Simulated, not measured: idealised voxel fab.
process module | voxel trench capacitor
FYI the section here is cut, 140 nm wide, cells are 5 nm squares.
In what follows, cross-sections appear as grids of square cells, described through bands that run from the top down, where every band is one or more rows of cells. Quick guide to a band line: top height, bottom height (nm) up front; then every material left to right with its width in nm. Only one material and it's marked "everywhere"? Then it fills the band edge to edge. And "blank" just means empty space. Note: height 0 marks the level under which the wafer is uniformly one material as received. Lowest band unbounded below, written "z 0 and below". The notation "30->40" denotes a width that varies across the rows of cells in the band, beginning at the first number in the top row, finishing at the second number in the bottom row, and changing by an identical amount from each row to the next. "remained unchanged", as given for a step, is the statement that not any cell of the cross-section underwent a change during that step. Heads up: "Closed cavities" only lists the empty pockets with no open path to the top that are 8 cells or more, and it writes them as width x height at distance, distance from the left edge, in nm. Note: text after step settings on the step line = simulator remark on that step. overlay nm: mask offset rightward from planned place, masked step; negative means leftward offset.

### Steps planned for the process
step 1: RECEIVE | material Si
step 2: CONFORMAL_DEP | material SiN | thk nm 10
step 3: MASKED_ETCH | tone open | mask id TRENCH | width nm 20 | pitch nm 35 | etch materials SiN | depth nm 10 | overlay nm 0
step 4: MASKED_ETCH | tone open | mask id TRENCH | width nm 20 | pitch nm 35 | etch materials Si | depth nm 35 | overlay nm 0
step 5: CONFORMAL_DEP | material Al2O3 | thk nm 5
step 6: FILL_DEP | material polySi | thk nm 5
step 7: CMP | height nm 10

### Wafer as received: cross-section following step 1
	z 0 and below | Si everywhere
	Closed cavities: none

### Wafer cross-section at module end: first of two, run to plan
	z 10 to 0 | 40 of SiN | 5 of Al2O3 | 10 of polySi | 5 of Al2O3 | 15 of SiN | 5 of Al2O3 | 10 of polySi | 5 of Al2O3 | 45 of SiN
	z 0 to -30 | 40 of Si | 5 of Al2O3 | 10 of polySi | 5 of Al2O3 | 15 of Si | 5 of Al2O3 | 10 of polySi | 5 of Al2O3 | 45 of Si
	z -30 to -35 | 40 of Si | 20 of Al2O3 | 15 of Si | 20 of Al2O3 | 45 of Si
	z -35 and below | Si everywhere
	Closed cavities: none

### The second wafer, shown in cross-section after the module: started the same way as the first and given the same plan, yet one mistake crept into how it was run
	z 10 to 5 | 35 of polySi | 5 of Al2O3 | 20 of SiN | 5 of Al2O3 | 5 of polySi | 5 of Al2O3 | 20 of SiN | 5 of Al2O3 | 40 of polySi
	z 5 to 0 | 40 of Al2O3 | 20 of SiN | 15 of Al2O3 | 20 of SiN | 45 of Al2O3
	z 0 and below | Si everywhere
	Closed cavities: none
Heads up, the wafer didn't run the way we planned it: not per plan at step 3, really ran MASKED_ETCH | tone cover | mask id TRENCH | width nm 20 | pitch nm 35 | etch materials SiN | depth nm 10 | overlay nm 0
It is noted that, at the conclusion of processing, the second wafer exhibits a higher or lower cell count for certain materials relative to the first: Al2O3: 16 fewer; Si: 56 more; SiN: 24 fewer; polySi: 16 fewer
